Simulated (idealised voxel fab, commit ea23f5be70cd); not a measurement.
process module | voxel self aligned contacts
In the cross-section labelled cut, the width is 185 nm and each square cell is 5 nm.
Cross-section, as written here: a square-cell grid given band by band from the top down, where a band holds one or more rows of cells.
First you get the band's top height and its bottom height, in nm, and then the materials it's made of, left to right, with each width in nm. If you see a single material with "everywhere", that one covers the band edge to edge. "blank" is empty space.
A quick word on heights: they are counted from 0, and under that level the wafer as it came to us is one material throughout. The lowest band is different from the rest in having no bottom; it simply continues downward, written as in "0 and below".
Think of "30 to 40" as a width that walks from the first number to the second as you go down the band, top row to bottom row, taking equal-sized steps from row to row.
Given "no modifications" for a step, no cell of the cross-section differs between before and after that step.
Basically, "Enclosed void entries" tells you about the enclosed voids: empty spaces with no open way to the top, 8 cells or bigger, each written width x height at distance, where distance is from the left edge, all in nm.
On a step's line, text after the settings is the simulator commenting on that step.
For masked steps, "overlay nm" on the step line gives how far right of plan the mask actually lay; a minus sign means it lay to the left.
PROCESS STEPS - PLAN
1,RECEIVE [material Si]
2,OXIDIZE [depth nm 5]
3,DIRECTIONAL_DEP [material polySi] [thk nm 25]
4,DIRECTIONAL_DEP [material SiN] [thk nm 20]
5,MASKED_ETCH [tone cover] [mask id GATE] [width nm 35] [pitch nm 80] [etch materials SiN] [depth nm 20] [overlay nm 0]
6,MASKED_ETCH [tone cover] [mask id GATE] [width nm 35] [pitch nm 80] [etch materials polySi] [depth nm 25] [overlay nm 0]
7,CONFORMAL_DEP [material SiN] [thk nm 10]
8,DIRECTIONAL_ETCH [etch materials SiN] [depth nm 10]
9,FILL_DEP [material SiO2] [thk nm 20]
10,CMP [height nm 55]
11,PATTERN [tone open] [mask id CONTACT] [material resist] [width nm 55] [thk nm 15] [overlay nm 0]
12,DIRECTIONAL_ETCH [etch materials SiO2] [depth nm 60]
13,STRIP [etch materials resist]
14,CONFORMAL_DEP [material TiN] [thk nm 5]
15,FILL_DEP [material Ru] [thk nm 10]
16,CMP [height nm 55]
17,CONFORMAL_DEP [material SiCN] [thk nm 5]
AS RECEIVED, AFTER STEP 1
* 0 and below = Si everywhere
* Enclosed void entries: none
HERE'S THE CROSS-SECTION OF THE FIRST OF OUR TWO WAFERS AT THE END OF THE MODULE - IT RAN AS PLANNED
* 60 down to 55 = SiCN everywhere
* 55 down to 45 = SiO2 (65); TiN (5 to 20); Ru (45 to 15); TiN (5 to 20); SiO2 (65)
* 45 down to 25 = SiO2 (25); SiN (55); TiN (5); Ru (15); TiN (5); SiN (55); SiO2 (25)
* 25 down to 0 = SiO2 (25); SiN (10); polySi (35); SiN (10); TiN (5); Ru (15); TiN (5); SiN (10); polySi (35); SiN (10); SiO2 (25)
* 0 down to -5 = SiO2 (80); TiN (25); SiO2 (80)
* -5 and below = Si everywhere
* Enclosed void entries: none
SECOND WAFER OF THE TWO, SECTIONED AT THE END OF THE MODULE. IT BEGAN LIKE THE FIRST AND FOLLOWED THE SAME PLAN, BUT ONE MISTAKE WAS MADE WHILE RUNNING IT
* 60 down to 55 = SiCN everywhere
* 55 down to 45 = SiO2 (65); TiN (5 to 20); Ru (45 to 15); TiN (5 to 20); SiO2 (65)
* 45 down to 25 = SiO2 (25); SiN (55); TiN (5); Ru (15); TiN (5); SiN (55); SiO2 (25)
* 25 down to 5 = SiO2 (25); SiN (10); polySi (35); SiN (10); TiN (5); Ru (15); TiN (5); SiN (10); polySi (35); SiN (10); SiO2 (25)
* 5 down to 0 = SiO2 (25); SiN (10); polySi (35); SiN (10); TiN (25); SiN (10); polySi (35); SiN (10); SiO2 (25)
* 0 and below = Si everywhere
* Enclosed void entries: none
It is concluded that the wafer was processed incorrectly with respect to the plan, in that plan step 2 never ran because it was skipped
End check, counted in cells, second wafer has more or fewer of these materials than the first: 3 fewer of Ru | 37 more of Si | 32 fewer of SiO2 | 2 fewer of TiN
